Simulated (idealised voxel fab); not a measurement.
The following is a process module called voxel air gaps.
In the cross-section labelled cut, the width is 170 nm and each square cell is 5 nm.
Throughout this document, each cross-section is represented as a grid of square cells and is presented as a sequence of bands enumerated from the top downward, where a band comprises one or more rows of cells.
Band entry format. Leading values: height of top, height of bottom, nm. Remainder: materials in left-to-right order, each with its width in nm. Special words: "all across" on a single material, which then fills the band edge to edge; "empty", empty space.
Measure heights from 0. That's the level where, below it, the as-received wafer is all one material. The lowest band is bottomless and extends downward; write it as in "top 0, no bottom".
Think of "30 to 40" as a width that walks from the first number to the second as you go down the band, top row to bottom row, taking equal-sized steps from row to row.
"no change" after a step means that no cell of the cross-section changed.
In the "Enclosed void entries" entry, you get each enclosed empty space of 8 cells or more, one with no open way to the top, written width x height at distance, distance from the left edge, in nm.
On a step's line, text after the settings is the simulator commenting on that step.
overlay nm: right-of-plan distance of the mask on a masked step; negative values mean left-of-plan.
-- plan
1) RECEIVE [material Si]
2) CONFORMAL_DEP [material SiO2] [thk nm 15]
3) CONFORMAL_DEP [material SiCN] [thk nm 5]
4) DIRECTIONAL_DEP [material SiO2] [thk nm 40]
5) PATTERN [tone open] [mask id LINES] [material resist] [width nm 25] [pitch nm 50] [thk nm 15] [overlay nm 0]
6) DIRECTIONAL_ETCH [etch materials SiO2] [depth nm 40]
7) STRIP [etch materials resist]
8) CONFORMAL_DEP [material TiN] [thk nm 5]
9) FILL_DEP [material Cu] [thk nm 5]
10) CMP [height nm 60]
11) EPI [material Ru] [thk nm 10]
12) SELECTIVE_ETCH [etch materials SiO2] [depth nm 50]
13) CONFORMAL_DEP [material SiCN] [thk nm 5]
-- The following pertains to the first of two wafers, which was processed as planned
-- Incoming wafer, cross-sectional view, post step 1
- top 0, no bottom = Si all across
- Enclosed void entries: none
-- Cross-sectional representation of the wafer at the conclusion of step 2
- top 15, bottom 0 = SiO2 all across
- At heights below 0, the structure remains unaltered.
-- Cross-sectional representation of the wafer at the conclusion of step 3
- top 20, bottom 15 = SiCN all across
- At heights below 15, the structure remains unaltered.
-- Cross-sectional representation of the wafer at the conclusion of step 4
- top 60, bottom 20 = SiO2 all across
- At heights below 20, the structure remains unaltered.
-- Cross-sectional representation of the wafer at the conclusion of step 5
- top 75, bottom 60 = resist=20, empty=25, resist=25, empty=25, resist=25, empty=25, resist=25
- At heights below 60, the structure remains unaltered.
-- Cross-sectional representation of the wafer at the conclusion of step 6
- top 75, bottom 60 = resist=20, empty=25, resist=25, empty=25, resist=25, empty=25, resist=25
- top 60, bottom 20 = SiO2=20, empty=25, SiO2=25, empty=25, SiO2=25, empty=25, SiO2=25
- At heights below 20, the structure remains unaltered.
-- Cross-sectional representation of the wafer at the conclusion of step 7
- top 60, bottom 20 = SiO2=20, empty=25, SiO2=25, empty=25, SiO2=25, empty=25, SiO2=25
- At heights below 20, the structure remains unaltered.
-- Cross-sectional representation of the wafer at the conclusion of step 8
- top 65, bottom 60 = TiN=25, empty=15, TiN=35, empty=15, TiN=35, empty=15, TiN=30
- top 60, bottom 25 = SiO2=20, TiN=5, empty=15, TiN=5, SiO2=25, TiN=5, empty=15, TiN=5, SiO2=25, TiN=5, empty=15, TiN=5, SiO2=25
- top 25, bottom 20 = SiO2=20, TiN=25, SiO2=25, TiN=25, SiO2=25, TiN=25, SiO2=25
- At heights below 20, the structure remains unaltered.
-- Cross-sectional representation of the wafer at the conclusion of step 9
- top 70, bottom 65 = Cu all across
- top 65, bottom 60 = TiN=25, Cu=15, TiN=35, Cu=15, TiN=35, Cu=15, TiN=30
- top 60, bottom 25 = SiO2=20, TiN=5, Cu=15, TiN=5, SiO2=25, TiN=5, Cu=15, TiN=5, SiO2=25, TiN=5, Cu=15, TiN=5, SiO2=25
- At heights below 25, the structure remains unaltered.
-- Cross-sectional representation of the wafer at the conclusion of step 10
- top 60, bottom 25 = SiO2=20, TiN=5, Cu=15, TiN=5, SiO2=25, TiN=5, Cu=15, TiN=5, SiO2=25, TiN=5, Cu=15, TiN=5, SiO2=25
- At heights below 25, the structure remains unaltered.
-- Cross-sectional representation of the wafer at the conclusion of step 11
- top 70, bottom 60 = empty=10, Ru=45, empty=5, Ru=45, empty=5, Ru=45, empty=15
- At heights below 60, the structure remains unaltered.
-- Cross-sectional representation of the wafer at the conclusion of step 12
- top 70, bottom 60 = empty=10, Ru=45, empty=5, Ru=45, empty=5, Ru=45, empty=15
- top 60, bottom 25 = empty=20, TiN=5, Cu=15, TiN=5, empty=25, TiN=5, Cu=15, TiN=5, empty=25, TiN=5, Cu=15, TiN=5, empty=25
- top 25, bottom 20 = empty=20, TiN=25, empty=25, TiN=25, empty=25, TiN=25, empty=25
- At heights below 20, the structure remains unaltered.
-- Cross-sectional representation of the wafer at the conclusion of step 13
- top 75, bottom 70 = empty=5, SiCN=155, empty=10
- top 70, bottom 60 = empty=5, SiCN=5, Ru=45, SiCN=5, Ru=45, SiCN=5, Ru=45, SiCN=5, empty=10
- top 60, bottom 55 = empty=5, SiCN=15, TiN=5, Cu=15, TiN=5, SiCN=25, TiN=5, Cu=15, TiN=5, SiCN=25, TiN=5, Cu=15, TiN=5, SiCN=15, empty=10
- top 55, bottom 25 = empty=15, SiCN=5, TiN=5, Cu=15, TiN=5, SiCN=5, empty=15, SiCN=5, TiN=5, Cu=15, TiN=5, SiCN=5, empty=15, SiCN=5, TiN=5, Cu=15, TiN=5, SiCN=5, empty=20
- top 25, bottom 20 = SiCN=20, TiN=25, SiCN=25, TiN=25, SiCN=25, TiN=25, SiCN=25
- At heights below 20, the structure remains unaltered.
- Enclosed void entries: 15 x 30 at 50; 15 x 30 at 100
-- The second wafer was prepared from the same starting point and under the same plan as the first; its processing contained one mistake, and it remains indistinguishable from the first wafer up to and including step 4
-- Cross-section of the second wafer when, according to plan, step 5 should have finished
- top 75, bottom 60 = empty=20, resist=25, empty=25, resist=25, empty=25, resist=25, empty=25
- At heights below 60, the structure remains unaltered.
-- Cross-section of the second wafer when, according to plan, step 6 should have finished
- top 75, bottom 60 = empty=20, resist=25, empty=25, resist=25, empty=25, resist=25, empty=25
- top 60, bottom 20 = empty=20, SiO2=25, empty=25, SiO2=25, empty=25, SiO2=25, empty=25
- At heights below 20, the structure remains unaltered.
-- Cross-section of the second wafer when, according to plan, step 7 should have finished
- top 60, bottom 20 = empty=20, SiO2=25, empty=25, SiO2=25, empty=25, SiO2=25, empty=25
- At heights below 20, the structure remains unaltered.
-- Cross-section of the second wafer when, according to plan, step 8 should have finished
- top 65, bottom 60 = empty=15, TiN=35, empty=15, TiN=35, empty=15, TiN=35, empty=20
- top 60, bottom 25 = empty=15, TiN=5, SiO2=25, TiN=5, empty=15, TiN=5, SiO2=25, TiN=5, empty=15, TiN=5, SiO2=25, TiN=5, empty=20
- top 25, bottom 20 = TiN=20, SiO2=25, TiN=25, SiO2=25, TiN=25, SiO2=25, TiN=25
- At heights below 20, the structure remains unaltered.
-- Cross-section of the second wafer when, according to plan, step 9 should have finished
- top 70, bottom 65 = Cu all across
- top 65, bottom 60 = Cu=15, TiN=35, Cu=15, TiN=35, Cu=15, TiN=35, Cu=20
- top 60, bottom 25 = Cu=15, TiN=5, SiO2=25, TiN=5, Cu=15, TiN=5, SiO2=25, TiN=5, Cu=15, TiN=5, SiO2=25, TiN=5, Cu=20
- At heights below 25, the structure remains unaltered.
-- Cross-section of the second wafer when, according to plan, step 10 should have finished
- top 60, bottom 25 = Cu=15, TiN=5, SiO2=25, TiN=5, Cu=15, TiN=5, SiO2=25, TiN=5, Cu=15, TiN=5, SiO2=25, TiN=5, Cu=20
- At heights below 25, the structure remains unaltered.
-- Cross-section of the second wafer when, according to plan, step 11 should have finished
- top 70, bottom 60 = Ru=30, empty=5, Ru=45, empty=5, Ru=45, empty=5, Ru=35
- At heights below 60, the structure remains unaltered.
-- Cross-section of the second wafer when, according to plan, step 12 should have finished
- top 70, bottom 60 = Ru=30, empty=5, Ru=45, empty=5, Ru=45, empty=5, Ru=35
- top 60, bottom 25 = Cu=15, TiN=5, empty=25, TiN=5, Cu=15, TiN=5, empty=25, TiN=5, Cu=15, TiN=5, empty=25, TiN=5, Cu=20
- top 25, bottom 20 = TiN=20, empty=25, TiN=25, empty=25, TiN=25, empty=25, TiN=25
- At heights below 20, the structure remains unaltered.
-- Cross-section of the second wafer when, according to plan, step 13 should have finished
- top 75, bottom 70 = SiCN all across
- top 70, bottom 60 = Ru=30, SiCN=5, Ru=45, SiCN=5, Ru=45, SiCN=5, Ru=35
- top 60, bottom 55 = Cu=15, TiN=5, SiCN=25, TiN=5, Cu=15, TiN=5, SiCN=25, TiN=5, Cu=15, TiN=5, SiCN=25, TiN=5, Cu=20
- top 55, bottom 25 = Cu=15, TiN=5, SiCN=5, empty=15, SiCN=5, TiN=5, Cu=15, TiN=5, SiCN=5, empty=15, SiCN=5, TiN=5, Cu=15, TiN=5, SiCN=5, empty=15, SiCN=5, TiN=5, Cu=20
- top 25, bottom 20 = TiN=20, SiCN=25, TiN=25, SiCN=25, TiN=25, SiCN=25, TiN=25
- At heights below 20, the structure remains unaltered.
- Enclosed void entries: 15 x 30 at 25; 15 x 30 at 75; 15 x 30 at 125
Against the plan, the run slipped here: for step 5, the planned setting was not used; the step was instead run as PATTERN [tone cover] [mask id LINES] [material resist] [width nm 25] [pitch nm 50] [thk nm 15] [overlay nm 0]
It is noted that, at the conclusion of processing, the second wafer exhibits a higher or lower cell count for certain materials relative to the first: +28 Cu, +8 Ru, -4 SiCN, +4 TiN
The closed voids present at the end amount to 2 for the first wafer and 3 for the second wafer.
